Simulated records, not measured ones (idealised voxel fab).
The process module that follows is named voxel double patterning.
The figure presents cross-section cut, which has a width of 230 nm and is divided into square cells with an edge length of 5 nm.
Format of a cross-section: grid, square cells. Given as bands. Order: top down. Band: one or more rows of cells.
This entry defines a band. It first specifies the height of the band's top and the height of its bottom in nm, and then specifies the band's materials from left to right, stating each material with its width in nm. The word "full width" identifies a single material that fills the band from edge to edge, while the word "empty" identifies empty space.
Height reference: 0 = level under which incoming wafer is all one material. Lowest band: no bottom, runs on downward, e.g. "from 0 down".
Graded width ("30->40"): value in top row of band = first number; value in bottom row = second number; row-to-row change constant.
For the purposes of this document, the phrase "no change occurred" attached to a step denotes that no cell within the cross-section was modified by that step.
In "Unvented internal voids" the enclosed voids are listed, meaning empty spaces of 8 cells or larger without any opening to the top. The form is width x height at distance, distance from the left edge, units nm.
Where a step's line continues beyond its settings, the continuation is a remark by the simulator itself on that step.
overlay nm: on a step with a mask, how far right of its planned place the mask lay; negative means left.

## Planned step list for the process
1 RECEIVE: material Si
2 CONFORMAL_DEP: material SiO2, thk nm 10
3 DIRECTIONAL_DEP: material W, thk nm 15
4 DIRECTIONAL_DEP: material SiCN, thk nm 5
5 MASKED_ETCH: tone open, mask id FIRST, width nm 15, pitch nm 50, etch materials SiCN, depth nm 5, overlay nm 0
6 DIRECTIONAL_DEP: material aC, thk nm 10
7 PATTERN: tone open, mask id SECOND, material resist, width nm 15, pitch nm 50, thk nm 30, overlay nm 0
8 DIRECTIONAL_ETCH: etch materials aC, depth nm 10
9 STRIP: etch materials resist
10 DIRECTIONAL_ETCH: etch materials SiCN, depth nm 5
11 STRIP: etch materials aC
12 DIRECTIONAL_ETCH: etch materials W, depth nm 15
13 STRIP: etch materials SiCN

## Here's what the wafer looked like in cross-section when it arrived - that's after step 1
> from 0 down | Si full width
> Unvented internal voids: none

## The module was run from the start shown above using the plan shown above, but one mistake was made doing it; the resulting wafer cross-section is below
> from 30 to 25 | SiO2 full width
> from 25 to 10 | W full width
> from 10 to 0 | SiO2 full width
> from 0 down | Si full width
> Unvented internal voids: none
Diagnosis: heads up, step 4 didn't go per plan, it actually ran as DIRECTIONAL_DEP: material SiO2, thk nm 5
